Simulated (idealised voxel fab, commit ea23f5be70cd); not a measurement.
Name of the process module below: voxel tone inversion
175 nm wide, 5 nm square cells: that's cross-section cut.
Reading order for cross-sections: top band down to bottom band. Underlying form: a grid of square cells. Band size: one or more rows of cells.
Band: top and bottom heights (nm) first, top before bottom; then materials from left to right, widths in nm. "everywhere" marks a sole material filling the band edge to edge. "air" denotes empty space.
Height is counted from the level 0, under which the received wafer is composed throughout of one material. The lowest of the bands is not closed at the bottom but continues downward, in the notation "from 0 down".
The notation "30..40" denotes a width that varies across the rows of cells in the band, beginning at the first number in the top row, finishing at the second number in the bottom row, and changing by an identical amount from each row to the next.
Where a step carries "identical to before", the cross-section came out of it unchanged, cell for cell.
This entry, "Closed internal cavities", enumerates those empty regions of no fewer than 8 cells that possess no open connection to the top. Each region is reported in the form width x height at distance, the distance being taken from the left edge, with all three quantities expressed in nm.
What comes after the settings on a step's line is commentary from the simulator itself on that step.
"overlay nm", when on a step's line for a step with a mask, measures how far to the right of its planned place the mask lay; a negative measure means to the left.
LIST OF PLANNED PROCESS STEPS
1. RECEIVE | material Si
2. CONFORMAL_DEP | material SiCN | thk nm 10
3. DIRECTIONAL_DEP | material polySi | thk nm 25
4. PATTERN | tone cover | mask id POSTS | material resist | width nm 25 | pitch nm 50 | thk nm 35 | overlay nm 0
5. DIRECTIONAL_ETCH | etch materials polySi | depth nm 25
6. STRIP | etch materials resist
7. FILL_DEP | material SiO2 | thk nm 10
8. CMP | height nm 35
9. STRIP | etch materials polySi
10. CONFORMAL_DEP | material TiN | thk nm 5
11. FILL_DEP | material Cu | thk nm 10
12. CMP | height nm 25
13. CONFORMAL_DEP | material SiCN | thk nm 5
What sets these wafers apart? The height nm at step 12. They all start alike, and the plan carries the first wafer's value.
AFTER STEP 1, AS RECEIVED: FIRST OF SEVERAL WAFERS, CROSS-SECTION
	from 0 down = Si everywhere
	Closed internal cavities: none
PER WAFER (ROW), END OF MODULE: DELTA IN CELLS PER MATERIAL SINCE RECEIPT, (+) FOR GAINED, (-) FOR LOST; CLOSED VOIDS AFTER THAT
height nm 25, +18 Cu, +105 SiCN, +60 SiO2, +27 TiN, Closed internal cavities: none
height nm 30, +27 Cu, +105 SiCN, +80 SiO2, +33 TiN, Closed internal cavities: none
height nm 35, +36 Cu, +105 SiCN, +100 SiO2, +39 TiN, Closed internal cavities: none
height nm 40, +45 Cu, +105 SiCN, +100 SiO2, +65 TiN, Closed internal cavities: none
height nm 45, +80 Cu, +105 SiCN, +100 SiO2, +65 TiN, Closed internal cavities: none
height nm 50, +115 Cu, +105 SiCN, +100 SiO2, +65 TiN, Closed internal cavities: none
